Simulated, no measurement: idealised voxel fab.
The process module presented herein is designated voxel tone inversion.
This is section cut - it's 275 nm across, gridded in 5 nm square cells.
Cross-section layout: square cells on a grid; listed as bands, top to bottom; a band spans one or more cell rows. Read a band's entry like this: the first values are the height of its top and the height of its bottom in nm, and what follows is the sequence of materials from left to right, each with its width in nm. Note that "air" is empty space, and that a single material marked "everywhere" reaches across the band from edge to edge. Heights are expressed relative to 0, this being the level below which the as-received wafer comprises one material exclusively. The lowest band is unbounded in the downward direction and is denoted as in "from 0 down". A width given as "30 to 40" starts at the first number in the band's top row and ends at the second number in its bottom row, shifting by an equal amount at every step from row to row. "nothing altered" for a step: no cell of the cross-section changed in that step. Heads up: "Entrapped voids" only lists the empty pockets with no open path to the top that are 8 cells or more, and it writes them as width x height at distance, distance from the left edge, in nm. If you see something after the settings on a step's line, that's the simulator's own remark about that step. Each step line may optionally specify "overlay nm", which for a step with a mask gives the rightward distance between the mask's planned place and where it lay, a negative value indicating the leftward direction.
[The planned process steps are enumerated hereunder]
1,op RECEIVE | material Si
2,op CONFORMAL_DEP | material SiN | thk nm 10
3,op DIRECTIONAL_DEP | material aC | thk nm 15
4,op PATTERN | tone cover | mask id POSTS | material resist | width nm 25 | pitch nm 45 | thk nm 20 | overlay nm 0
5,op DIRECTIONAL_ETCH | etch materials aC | depth nm 15
6,op STRIP | etch materials resist
7,op FILL_DEP | material SiO2 | thk nm 5
8,op CMP | height nm 25
9,op STRIP | etch materials aC
10,op CONFORMAL_DEP | material TiN | thk nm 5
11,op FILL_DEP | material Cu | thk nm 5
12,op CMP | height nm 25
13,op CONFORMAL_DEP | material SiN | thk nm 5
[Here's what the wafer looked like in cross-section when it arrived - that's after step 1]
    from 0 down  Si everywhere
    Entrapped voids: none
[Wafer cross-section at module end: first of two, run to plan]
    from 30 to 25  SiN everywhere
    from 25 to 15  55 nm SiO2, 5 nm TiN, 15 nm Cu, 5 nm TiN, 20 nm SiO2, 5 nm TiN, 15 nm Cu, 5 nm TiN, 20 nm SiO2, 5 nm TiN, 15 nm Cu, 5 nm TiN, 20 nm SiO2, 5 nm TiN, 15 nm Cu, 5 nm TiN, 60 nm SiO2
    from 15 to 10  55 nm SiO2, 25 nm TiN, 20 nm SiO2, 25 nm TiN, 20 nm SiO2, 25 nm TiN, 20 nm SiO2, 25 nm TiN, 60 nm SiO2
    from 10 to 0  SiN everywhere
    from 0 down  Si everywhere
    Entrapped voids: none
[Second of two wafers, module complete, sectioned: it shares the first wafer's start and plan but was run with one mistake]
    from 30 to 25  SiN everywhere
    from 25 to 15  50 nm Cu, 5 nm TiN, 25 nm SiO2, 5 nm TiN, 10 nm Cu, 5 nm TiN, 25 nm SiO2, 5 nm TiN, 10 nm Cu, 5 nm TiN, 25 nm SiO2, 5 nm TiN, 10 nm Cu, 5 nm TiN, 25 nm SiO2, 5 nm TiN, 55 nm Cu
    from 15 to 10  55 nm TiN, 25 nm SiO2, 20 nm TiN, 25 nm SiO2, 20 nm TiN, 25 nm SiO2, 20 nm TiN, 25 nm SiO2, 60 nm TiN
    from 10 to 0  SiN everywhere
    from 0 down  Si everywhere
    Entrapped voids: none
What went wrong in running the wafer? step 4 ran differently from the plan; actual operation with settings: op PATTERN | tone open | mask id POSTS | material resist | width nm 25 | pitch nm 45 | thk nm 20 | overlay nm 0
In the final state, the cell counts of the second wafer exceed or fall short of those of the first for the following materials: 30 more of Cu | 45 fewer of SiO2 | 15 more of TiN
